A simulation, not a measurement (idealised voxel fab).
Title: Process Module voxel local oxidation
In the cross-section labelled cut, the width is 235 nm and each square cell is 5 nm.
The cross-sections in this document take the form of a grid made of square cells. They are written out as bands, in order from top to bottom. Each band consists of one or more rows of cells.
In this notation a band is specified by the heights of its top and bottom, in that order and in nm, after which its materials appear from left to right, each paired with its width in nm. The word "full width" attached to a single material means that material fills the band from edge to edge; the word "air" stands for empty space.
Zero point of the height axis is 0; under it, received wafer = one material. Lowest band: continues down indefinitely, "0..down".
A two-number width, for instance "30 to 40", indicates that the width is equal to the first number in the top row of the band and to the second number in the bottom row, and that it changes by a constant amount per row of cells.
Where a step carries "no alteration", the cross-section came out of it unchanged, cell for cell.
"Entrapped void list": sealed empty spaces, 8 cells or more, no open way to top, listed width x height at distance, with distance from the left edge and width, height and distance in nm.
The remark found on a step's line after its settings is issued by the simulator itself and pertains to that step.
A step's line can hold "overlay nm"; with a mask on that step, the setting says how far right of the planned place the mask lay, while a negative setting says it lay to the left.
Process steps (planned)
1) RECEIVE,material Si
2) OXIDIZE,depth nm 5
3) CONFORMAL_DEP,material SiN,thk nm 15
4) MASKED_ETCH,tone cover,mask id ACTIVE,width nm 110,etch materials SiN,depth nm 15,overlay nm 0
5) SELECTIVE_ETCH,etch materials SiO2,depth nm 5
6) OXIDIZE,depth nm 10
7) STRIP,etch materials SiN
The first of a set of two wafers, run to plan
Cross-section of the incoming wafer, state after step 1
- 0..down | Si full width
- Entrapped void list: none
You're looking at a cross-section of the wafer after step 2
- 0..-5 | SiO2 full width
- Note: structure below -5 unchanged.
You're looking at a cross-section of the wafer after step 3
- 15..0 | SiN full width
- Note: structure below 0 unchanged.
You're looking at a cross-section of the wafer after step 4
- 15..0 | 60 of air, 110 of SiN, 65 of air
- Note: structure below 0 unchanged.
You're looking at a cross-section of the wafer after step 5
- 15..0 | 60 of air, 110 of SiN, 65 of air
- 0..-5 | 65 of air, 100 of SiO2, 70 of air
- Note: structure below -5 unchanged.
You're looking at a cross-section of the wafer after step 6
- 15..0 | 60 of air, 110 of SiN, 65 of air
- 0..-5 | 65 of air, 100 of SiO2, 70 of air
- -5..-15 | 75 of SiO2, 80 of Si, 80 of SiO2
- Note: structure below -15 unchanged.
You're looking at a cross-section of the wafer after step 7
- 0..-5 | 65 of air, 100 of SiO2, 70 of air
- Note: structure below -5 unchanged.
Here the second wafer is described. Its start and its plan were those of the first wafer. Its run contained one mistake. Up to and including step 3, it did exactly what the first wafer did
Cross-section of the second wafer when, according to plan, step 4 should have finished
- 15..0 | 60 of SiN, 110 of air, 65 of SiN
- Note: structure below 0 unchanged.
Cross-section of the second wafer when, according to plan, step 5 should have finished
- 15..0 | 60 of SiN, 110 of air, 65 of SiN
- 0..-5 | 55 of SiO2, 120 of air, 60 of SiO2
- Note: structure below -5 unchanged.
Cross-section of the second wafer when, according to plan, step 6 should have finished
- 15..0 | 60 of SiN, 110 of air, 65 of SiN
- 0..-5 | 55 of SiO2, 120 of air, 60 of SiO2
- -5..-15 | 45 of Si, 140 of SiO2, 50 of Si
- Note: structure below -15 unchanged.
Cross-section of the second wafer when, according to plan, step 7 should have finished
- 0..-5 | 55 of SiO2, 120 of air, 60 of SiO2
- Note: structure below -5 unchanged.
Diagnosis: step 4 was processed under conditions differing from the plan, specifically as MASKED_ETCH,tone open,mask id ACTIVE,width nm 110,etch materials SiN,depth nm 15,overlay nm 0
The closing comparison, in cells, has the second wafer with more or fewer of some materials than the first: 6 more of Si; 3 fewer of SiO2
